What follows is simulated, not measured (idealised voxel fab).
Herein follows the process module entitled voxel tone inversion.
For reference, the cross-section in this document is cut, with width 195 nm and square cells of 5 nm.
In this document a cross-section is written as a grid of square cells. It is given as a series of bands, listed from the top down, and a band is one or more rows of cells. Band: top height; bottom height; in nm. Then, left to right: material with width in nm, for each material. "all across": a single material spanning edge to edge. "air": empty space. Where do heights start? At 0: under that level the wafer as delivered is made of one material only. And the lowest band has no floor; it just carries on downward, as in "z 0 and below". Top row gets the first number, bottom row gets the second, and each row in between changes by the same step: that is how a band width like "30->40" works. The cross-section has no changed cell in any step marked "nothing got changed". "Enclosed void inventory" - sealed voids, min. 8 cells, no opening to top; format: width x height at distance (distance from left edge; nm throughout). Post-settings text on a step line: simulator's own remark regarding the step. "overlay nm", when on a step's line for a step with a mask, measures how far to the right of its planned place the mask lay; a negative measure means to the left.
## Steps planned for the process
1 RECEIVE, material Si
2 CONFORMAL_DEP, material SiCN, thk nm 10
3 DIRECTIONAL_DEP, material aC, thk nm 15
4 PATTERN, tone cover, mask id POSTS, material resist, width nm 25, pitch nm 55, thk nm 25, overlay nm 0
5 DIRECTIONAL_ETCH, etch materials aC, depth nm 15
6 STRIP, etch materials resist
7 FILL_DEP, material lowk, thk nm 5
8 CMP, height nm 25
9 STRIP, etch materials aC
## Account of the first of two wafers, which was processed as intended
## The cross-section here shows the wafer as received, i.e. in its state after step 1
	z 0 and below = Si all across
	Enclosed void inventory: none
## Presented here is a cross-section of the wafer after step 2 has been performed
	z 10 to 0 = SiCN all across
	Under 0: no change, same as before.
## Presented here is a cross-section of the wafer after step 3 has been performed
	z 25 to 10 = aC all across
	Under 10: no change, same as before.
## Presented here is a cross-section of the wafer after step 4 has been performed
	z 50 to 25 = air 30 / resist 25 / air 30 / resist 25 / air 30 / resist 25 / air 30
	Under 25: no change, same as before.
## Presented here is a cross-section of the wafer after step 5 has been performed
	z 35 to 25 = air 30 / resist 25 / air 30 / resist 25 / air 30 / resist 25 / air 30
	z 25 to 10 = air 30 / aC 25 / air 30 / aC 25 / air 30 / aC 25 / air 30
	Under 10: no change, same as before.
## Presented here is a cross-section of the wafer after step 6 has been performed
	z 25 to 10 = air 30 / aC 25 / air 30 / aC 25 / air 30 / aC 25 / air 30
	Under 10: no change, same as before.
## Presented here is a cross-section of the wafer after step 7 has been performed
	z 30 to 25 = lowk all across
	z 25 to 10 = lowk 30 / aC 25 / lowk 30 / aC 25 / lowk 30 / aC 25 / lowk 30
	Under 10: no change, same as before.
## Presented here is a cross-section of the wafer after step 8 has been performed
	z 25 to 10 = lowk 30 / aC 25 / lowk 30 / aC 25 / lowk 30 / aC 25 / lowk 30
	Under 10: no change, same as before.
## Presented here is a cross-section of the wafer after step 9 has been performed
	z 25 to 10 = lowk 30 / air 25 / lowk 30 / air 25 / lowk 30 / air 25 / lowk 30
	Under 10: no change, same as before.
## Second wafer, same starting state and plan as the first, one mistake in the run, identical through step 3
## Second wafer: cross-section at the scheduled end of step 4
	z 50 to 25 = air 25 / resist 35 / air 20 / resist 35 / air 20 / resist 35 / air 25
	Under 25: no change, same as before.
## Second wafer: cross-section at the scheduled end of step 5
	z 35 to 25 = air 25 / resist 35 / air 20 / resist 35 / air 20 / resist 35 / air 25
	z 25 to 10 = air 25 / aC 35 / air 20 / aC 35 / air 20 / aC 35 / air 25
	Under 10: no change, same as before.
## Second wafer: cross-section at the scheduled end of step 6
	z 25 to 10 = air 25 / aC 35 / air 20 / aC 35 / air 20 / aC 35 / air 25
	Under 10: no change, same as before.
## Second wafer: cross-section at the scheduled end of step 7
	z 30 to 25 = lowk all across
	z 25 to 10 = lowk 25 / aC 35 / lowk 20 / aC 35 / lowk 20 / aC 35 / lowk 25
	Under 10: no change, same as before.
## Second wafer: cross-section at the scheduled end of step 8
	z 25 to 10 = lowk 25 / aC 35 / lowk 20 / aC 35 / lowk 20 / aC 35 / lowk 25
	Under 10: no change, same as before.
## Second wafer: cross-section at the scheduled end of step 9
	z 25 to 10 = lowk 25 / air 35 / lowk 20 / air 35 / lowk 20 / air 35 / lowk 25
	Under 10: no change, same as before.
Heads up, the wafer didn't run the way we planned it: step 4 was run on a setting that differed from the plan, and what really ran there is PATTERN, tone cover, mask id POSTS, material resist, width nm 35, pitch nm 55, thk nm 25, overlay nm 0
The final cell counts differ between the wafers, with the second having more or fewer of some materials than the first: 18 fewer of lowk
